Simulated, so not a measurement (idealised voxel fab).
process module | voxel wiring stack
cross-section cut | 190 nm wide | cells 5 nm
A cross-section is a grid of square cells, given in bands from the top down. A band is one or more rows of cells.
Each band's line starts with the height of the band's top and of its bottom, in nm. Then come its materials from left to right, each with its width in nm. One material with "throughout" fills the band from edge to edge. "air" is empty space.
Height 0 is the level under which the wafer as received is all one material. The lowest band goes on downwards, as in "0 down".
A width such as "30 to 40" changes by the same amount from each row of cells to the next, from the band's top row to its bottom row.
"no change" after a step means that no cell of the cross-section changed.
closed voids: empty space of 8 cells or more with no open way to the top, each as width x height at its distance from the left edge, in nm
after a step's settings: what the simulator itself notes on the step
overlay nm, on a step with a mask: how far to the right of its planned place the mask lay; to the left if negative
plan
1 op RECEIVE | material Si
2 op CONFORMAL_DEP | material SiO2 | thk nm 10
3 op CONFORMAL_DEP | material SiCN | thk nm 5
4 op DIRECTIONAL_DEP | material lowk | thk nm 25
5 op DIRECTIONAL_DEP | material aC | thk nm 15
6 op PATTERN | tone open | mask id METAL_1 | material resist | width nm 20 | pitch nm 40 | thk nm 35 | overlay nm 0
7 op DIRECTIONAL_ETCH | etch materials aC | depth nm 15
8 op STRIP | etch materials resist
9 op DIRECTIONAL_ETCH | etch materials lowk | depth nm 25
10 op DIRECTIONAL_ETCH | etch materials SiCN | depth nm 5
11 op STRIP | etch materials aC
12 op CONFORMAL_DEP | material TiN | thk nm 5
13 op FILL_DEP | material Ru | thk nm 5
14 op CMP | height nm 40
15 op CONFORMAL_DEP | material SiCN | thk nm 5
16 op DIRECTIONAL_DEP | material lowk | thk nm 15
17 op DIRECTIONAL_DEP | material aC | thk nm 15
18 op PATTERN | tone open | mask id PLUG_1 | material resist | width nm 15 | pitch nm 40 | thk nm 35 | overlay nm 0
19 op DIRECTIONAL_ETCH | etch materials aC | depth nm 15
20 op STRIP | etch materials resist
21 op DIRECTIONAL_ETCH | etch materials lowk | depth nm 15
22 op DIRECTIONAL_ETCH | etch materials SiCN | depth nm 5
23 op STRIP | etch materials aC
24 op EPI | material Ru | thk nm 10
25 op EPI | material Ru | thk nm 10
26 op CONFORMAL_DEP | material SiN | thk nm 5
27 op DIRECTIONAL_DEP | material SiO2 | thk nm 15
28 op MASKED_ETCH | tone open | mask id METAL_2 | width nm 20 | pitch nm 40 | etch materials SiO2 | depth nm 15 | overlay nm 0
29 op MASKED_ETCH | tone open | mask id METAL_2 | width nm 20 | pitch nm 40 | etch materials SiN | depth nm 5 | overlay nm 0
30 op CONFORMAL_DEP | material TiN | thk nm 5
31 op FILL_DEP | material W | thk nm 10
32 op CMP | height nm 80
33 op CONFORMAL_DEP | material SiN | thk nm 5
as received, after step 1
  0 down: Si throughout
  closed voids: none
first wafer at the end, as planned
  85 to 80: SiN throughout
  80 to 65: SiO2 25 | TiN 5 | W 10 | TiN 5 | SiO2 20 | TiN 5 | W 10 | TiN 5 | SiO2 20 | TiN 5 | W 10 | TiN 5 | SiO2 20 | TiN 5 | W 10 | TiN 5 | SiO2 25
  65 to 60: SiN 25 | TiN 20 | SiN 20 | TiN 20 | SiN 20 | TiN 20 | SiN 20 | TiN 20 | SiN 25
  60 to 45: lowk 25 | Ru 15 | lowk 25 | Ru 15 | lowk 25 | Ru 15 | lowk 25 | Ru 15 | lowk 30
  45 to 40: SiCN 25 | Ru 15 | SiCN 25 | Ru 15 | SiCN 25 | Ru 15 | SiCN 25 | Ru 15 | SiCN 30
  40 to 15: lowk 25 | TiN 5 | Ru 10 | TiN 5 | lowk 20 | TiN 5 | Ru 10 | TiN 5 | lowk 20 | TiN 5 | Ru 10 | TiN 5 | lowk 20 | TiN 5 | Ru 10 | TiN 5 | lowk 25
  15 to 10: SiCN 25 | TiN 20 | SiCN 20 | TiN 20 | SiCN 20 | TiN 20 | SiCN 20 | TiN 20 | SiCN 25
  10 to 0: SiO2 throughout
  0 down: Si throughout
  closed voids: none
second wafer at the end: like start, like plan, one mistake
  85 to 80: SiN throughout
  80 to 65: SiO2 25 | TiN 5 | W 10 | TiN 5 | SiO2 20 | TiN 5 | W 10 | TiN 5 | SiO2 20 | TiN 5 | W 10 | TiN 5 | SiO2 20 | TiN 5 | W 10 | TiN 5 | SiO2 25
  65 to 60: SiN 25 | TiN 20 | SiN 20 | TiN 20 | SiN 20 | TiN 20 | SiN 20 | TiN 20 | SiN 25
  60 to 45: lowk 25 | Ru 15 | lowk 25 | Ru 15 | lowk 25 | Ru 15 | lowk 25 | Ru 15 | lowk 30
  45 to 40: SiCN 25 | Ru 15 | SiCN 25 | Ru 15 | SiCN 25 | Ru 15 | SiCN 25 | Ru 15 | SiCN 30
  40 to 35: SiCN 25 | TiN 20 | SiCN 20 | TiN 20 | SiCN 20 | TiN 20 | SiCN 20 | TiN 20 | SiCN 25
  35 to 10: lowk throughout
  10 to 0: SiO2 throughout
  0 down: Si throughout
  closed voids: none
what went wrong: steps 3 and 4 were swapped
at the end the second wafer has, in cells: 40 fewer of Ru | 40 fewer of TiN | 80 more of lowk
